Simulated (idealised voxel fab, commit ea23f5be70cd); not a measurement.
You're looking at the process module voxel quadruple lines.
Section cut is 295 nm wide and gridded with 5 nm square cells.
In this document a cross-section is written as a grid of square cells. It is given as a series of bands, listed from the top down, and a band is one or more rows of cells.
The band entry comprises the height of the band's top followed by the height of its bottom, expressed in nm, and subsequently the band's materials from left to right, each stated together with its width in nm. Where a single material is marked with the word "everywhere", that material fills the band from edge to edge. The word "air" represents empty space.
Heights are measured from 0, the level below which the as-received wafer is all one material; the lowest band has no bottom and continues downward, written as in "0 and below".
The width entry "30 to 40" should be interpreted row by row: the top row of cells in the band takes the first number, the bottom row takes the second number, and the change between adjacent rows is uniform throughout.
The designation "no change occurred", where it is given for a processing step, indicates that no cell of the cross-section was altered in the course of that step.
"Closed void roster" means: voids of 8 cells or more that are shut off from the top with no open way through. Written width x height at distance, distance from the left edge, in nm.
Text after the settings on a step's line: the simulator's own remark on that step.
overlay nm: step with mask; distance mask lay right of planned place; negative value = left of planned place.

### The steps planned for the process are as follows
1 RECEIVE,material Si
2 CONFORMAL_DEP,material Al2O3,thk nm 5
3 DIRECTIONAL_DEP,material TiN,thk nm 15
4 DIRECTIONAL_DEP,material polySi,thk nm 20
5 DIRECTIONAL_DEP,material aC,thk nm 20
6 PATTERN,tone cover,mask id MANDREL,material resist,width nm 30,thk nm 30,overlay nm 0
7 DIRECTIONAL_ETCH,etch materials aC,depth nm 20
8 STRIP,etch materials resist
9 CONFORMAL_DEP,material SiO2,thk nm 10
10 DIRECTIONAL_ETCH,etch materials SiO2,depth nm 10
11 STRIP,etch materials aC
12 DIRECTIONAL_ETCH,etch materials polySi,depth nm 20
13 STRIP,etch materials SiO2
14 CONFORMAL_DEP,material SiCN,thk nm 10
15 DIRECTIONAL_ETCH,etch materials SiCN,depth nm 10
16 STRIP,etch materials polySi
17 DIRECTIONAL_ETCH,etch materials TiN,depth nm 15
18 STRIP,etch materials SiCN

### The following pertains to the first of two wafers, which was processed as planned

### Cross-section, incoming material, after step 1
    0 and below  Si everywhere
    Closed void roster: none

### Step 2 complete: cross-section through the wafer
    5 down to 0  Al2O3 everywhere
    Unchanged below 0.

### Step 3 complete: cross-section through the wafer
    20 down to 5  TiN everywhere
    Unchanged below 5.

### Step 4 complete: cross-section through the wafer
    40 down to 20  polySi everywhere
    Unchanged below 20.

### Step 5 complete: cross-section through the wafer
    60 down to 40  aC everywhere
    Unchanged below 40.

### Step 6 complete: cross-section through the wafer
    90 down to 60  air: 130, resist: 30, air: 135
    Unchanged below 60.

### Step 7 complete: cross-section through the wafer
    70 down to 60  air: 130, resist: 30, air: 135
    60 down to 40  air: 130, aC: 30, air: 135
    Unchanged below 40.

### Step 8 complete: cross-section through the wafer
    60 down to 40  air: 130, aC: 30, air: 135
    Unchanged below 40.

### Step 9 complete: cross-section through the wafer
    70 down to 60  air: 120, SiO2: 50, air: 125
    60 down to 50  air: 120, SiO2: 10, aC: 30, SiO2: 10, air: 125
    50 down to 40  SiO2: 130, aC: 30, SiO2: 135
    Unchanged below 40.

### Step 10 complete: cross-section through the wafer
    60 down to 40  air: 120, SiO2: 10, aC: 30, SiO2: 10, air: 125
    Unchanged below 40.

### Step 11 complete: cross-section through the wafer
    60 down to 40  air: 120, SiO2: 10, air: 30, SiO2: 10, air: 125
    Unchanged below 40.

### Step 12 complete: cross-section through the wafer
    60 down to 40  air: 120, SiO2: 10, air: 30, SiO2: 10, air: 125
    40 down to 20  air: 120, polySi: 10, air: 30, polySi: 10, air: 125
    Unchanged below 20.

### Step 13 complete: cross-section through the wafer
    40 down to 20  air: 120, polySi: 10, air: 30, polySi: 10, air: 125
    Unchanged below 20.

### Step 14 complete: cross-section through the wafer
    50 down to 40  air: 110, SiCN: 30, air: 10, SiCN: 30, air: 115
    40 down to 30  air: 110, SiCN: 10, polySi: 10, SiCN: 10, air: 10, SiCN: 10, polySi: 10, SiCN: 10, air: 115
    30 down to 20  SiCN: 120, polySi: 10, SiCN: 30, polySi: 10, SiCN: 125
    Unchanged below 20.

### Step 15 complete: cross-section through the wafer
    40 down to 20  air: 110, SiCN: 10, polySi: 10, SiCN: 10, air: 10, SiCN: 10, polySi: 10, SiCN: 10, air: 115
    Unchanged below 20.

### Step 16 complete: cross-section through the wafer
    40 down to 20  air: 110, SiCN: 10, air: 10, SiCN: 10, air: 10, SiCN: 10, air: 10, SiCN: 10, air: 115
    Unchanged below 20.

### Step 17 complete: cross-section through the wafer
    40 down to 20  air: 110, SiCN: 10, air: 10, SiCN: 10, air: 10, SiCN: 10, air: 10, SiCN: 10, air: 115
    20 down to 5  air: 110, TiN: 10, air: 10, TiN: 10, air: 10, TiN: 10, air: 10, TiN: 10, air: 115
    Unchanged below 5.

### Step 18 complete: cross-section through the wafer
    20 down to 5  air: 110, TiN: 10, air: 10, TiN: 10, air: 10, TiN: 10, air: 10, TiN: 10, air: 115
    Unchanged below 5.

### The second wafer: identical to the first at the outset and in its planned sequence, differing only in that one mistake was made during processing; up to and including step 2, its path is the first wafer's path

### Cross-section: second wafer, time at which step 3 was scheduled to end
    25 down to 5  TiN everywhere
    Unchanged below 5.

### Cross-section: second wafer, time at which step 4 was scheduled to end
    45 down to 25  polySi everywhere
    Unchanged below 25.

### Cross-section: second wafer, time at which step 5 was scheduled to end
    65 down to 45  aC everywhere
    Unchanged below 45.

### Cross-section: second wafer, time at which step 6 was scheduled to end
    95 down to 65  air: 130, resist: 30, air: 135
    Unchanged below 65.

### Cross-section: second wafer, time at which step 7 was scheduled to end
    75 down to 65  air: 130, resist: 30, air: 135
    65 down to 45  air: 130, aC: 30, air: 135
    Unchanged below 45.

### Cross-section: second wafer, time at which step 8 was scheduled to end
    65 down to 45  air: 130, aC: 30, air: 135
    Unchanged below 45.

### Cross-section: second wafer, time at which step 9 was scheduled to end
    75 down to 65  air: 120, SiO2: 50, air: 125
    65 down to 55  air: 120, SiO2: 10, aC: 30, SiO2: 10, air: 125
    55 down to 45  SiO2: 130, aC: 30, SiO2: 135
    Unchanged below 45.

### Cross-section: second wafer, time at which step 10 was scheduled to end
    65 down to 45  air: 120, SiO2: 10, aC: 30, SiO2: 10, air: 125
    Unchanged below 45.

### Cross-section: second wafer, time at which step 11 was scheduled to end
    65 down to 45  air: 120, SiO2: 10, air: 30, SiO2: 10, air: 125
    Unchanged below 45.

### Cross-section: second wafer, time at which step 12 was scheduled to end
    65 down to 45  air: 120, SiO2: 10, air: 30, SiO2: 10, air: 125
    45 down to 25  air: 120, polySi: 10, air: 30, polySi: 10, air: 125
    Unchanged below 25.

### Cross-section: second wafer, time at which step 13 was scheduled to end
    45 down to 25  air: 120, polySi: 10, air: 30, polySi: 10, air: 125
    Unchanged below 25.

### Cross-section: second wafer, time at which step 14 was scheduled to end
    55 down to 45  air: 110, SiCN: 30, air: 10, SiCN: 30, air: 115
    45 down to 35  air: 110, SiCN: 10, polySi: 10, SiCN: 10, air: 10, SiCN: 10, polySi: 10, SiCN: 10, air: 115
    35 down to 25  SiCN: 120, polySi: 10, SiCN: 30, polySi: 10, SiCN: 125
    Unchanged below 25.

### Cross-section: second wafer, time at which step 15 was scheduled to end
    45 down to 25  air: 110, SiCN: 10, polySi: 10, SiCN: 10, air: 10, SiCN: 10, polySi: 10, SiCN: 10, air: 115
    Unchanged below 25.

### Cross-section: second wafer, time at which step 16 was scheduled to end
    45 down to 25  air: 110, SiCN: 10, air: 10, SiCN: 10, air: 10, SiCN: 10, air: 10, SiCN: 10, air: 115
    Unchanged below 25.

### Cross-section: second wafer, time at which step 17 was scheduled to end
    45 down to 25  air: 110, SiCN: 10, air: 10, SiCN: 10, air: 10, SiCN: 10, air: 10, SiCN: 10, air: 115
    25 down to 10  air: 110, TiN: 10, air: 10, TiN: 10, air: 10, TiN: 10, air: 10, TiN: 10, air: 115
    Unchanged below 10.

### Cross-section: second wafer, time at which step 18 was scheduled to end
    25 down to 10  air: 110, TiN: 10, air: 10, TiN: 10, air: 10, TiN: 10, air: 10, TiN: 10, air: 115
    Unchanged below 10.
Deviation noted in wafer processing: step 3 was not run as planned; what actually ran was DIRECTIONAL_DEP,material TiN,thk nm 20
Once processing is complete, comparing cell counts shows that the second wafer has more or fewer of certain materials than the first: TiN +59
